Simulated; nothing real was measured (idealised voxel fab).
Module name: voxel wiring stack (process module)
Square cells of 5 nm make up the cross-section cut, whose width is 255 nm.
Bands, listed from the top down, are how a cross-section gets written in this document; the cross-section itself is a grid of square cells, and a band is one or more rows of them.
Top, bottom (nm), then materials left to right with widths (nm); lone material tagged "everywhere" fills the whole band edge to edge; "empty" = empty space.
It should be noted that heights are counted from 0, beneath which the wafer as supplied is of one material throughout, and that the lowest band possesses no lower boundary but continues downward, as written in "0 and below".
You'd read "30 to 40" like this: the band's top row of cells is as wide as the first number, its bottom row is as wide as the second, and going down, every row changes width by the same amount as the row before did.
Given "no modifications" for a step, no cell of the cross-section differs between before and after that step.
Listed in "Unvented cavities": every empty space of 8 or more cells without an open way to the top. Form: width x height at distance, the distance being from the left edge, all in nm.
Text after the settings on a step's line: the simulator's own remark on that step.
overlay nm: how far to the right of its planned place the mask lay on this masked step (negative: to the left).

Process steps - plan:
1,RECEIVE: material Si
2,CONFORMAL_DEP: material SiO2, thk nm 10
3,DIRECTIONAL_DEP: material TiN, thk nm 5
4,DIRECTIONAL_DEP: material Ru, thk nm 25
5,PATTERN: tone cover, mask id METAL_1, material resist, width nm 25, pitch nm 55, thk nm 15, overlay nm 0
6,DIRECTIONAL_ETCH: etch materials Ru, depth nm 25
7,DIRECTIONAL_ETCH: etch materials TiN, depth nm 5
8,STRIP: etch materials resist
9,FILL_DEP: material SiO2, thk nm 5
10,CMP: height nm 40
11,CONFORMAL_DEP: material SiCN, thk nm 5
12,DIRECTIONAL_DEP: material lowk, thk nm 20
13,MASKED_ETCH: tone open, mask id PLUG_1, width nm 15, pitch nm 55, etch materials lowk, depth nm 20, overlay nm 0
14,MASKED_ETCH: tone open, mask id PLUG_1, width nm 15, pitch nm 55, etch materials SiCN, depth nm 5, overlay nm 0
15,CONFORMAL_DEP: material TiN, thk nm 5
16,FILL_DEP: material W, thk nm 5
17,CMP: height nm 55
18,CONFORMAL_DEP: material SiN, thk nm 5
19,DIRECTIONAL_DEP: material lowk, thk nm 20
20,MASKED_ETCH: tone open, mask id METAL_2, width nm 25, pitch nm 55, etch materials lowk, depth nm 20, overlay nm 0
21,MASKED_ETCH: tone open, mask id METAL_2, width nm 25, pitch nm 55, etch materials SiN, depth nm 5, overlay nm 0
22,CONFORMAL_DEP: material TiN, thk nm 5
23,FILL_DEP: material Cu, thk nm 10
24,CMP: height nm 90
25,CONFORMAL_DEP: material SiCN, thk nm 5
The height nm used in step 17 is not the same on every wafer, whereas the starting condition is; the value printed in the plan is the first wafer's.

The first of several wafers in cross-section, exactly as it reached us after step 1:
	0 and below = Si everywhere
	Unvented cavities: none

Below: a row per wafer. Contents at end of module: for every material, cells gained since receipt (+) or lost since receipt (-); then closed voids:
height nm 55 | +111 Cu | +100 Ru | +90 SiCN | +31 SiN | +288 SiO2 | +139 TiN | +8 W | +202 lowk | Unvented cavities: none
height nm 60 | +60 Cu | +100 Ru | +90 SiCN | +31 SiN | +288 SiO2 | +147 TiN | +12 W | +241 lowk | Unvented cavities: none
height nm 65 | +48 Cu | +100 Ru | +90 SiCN | +31 SiN | +288 SiO2 | +116 TiN | +16 W | +280 lowk | Unvented cavities: none
height nm 70 | +36 Cu | +100 Ru | +90 SiCN | +31 SiN | +288 SiO2 | +155 TiN | +20 W | +249 lowk | Unvented cavities: none
height nm 75 | +24 Cu | +100 Ru | +90 SiCN | +31 SiN | +288 SiO2 | +147 TiN | +71 W | +218 lowk | Unvented cavities: none
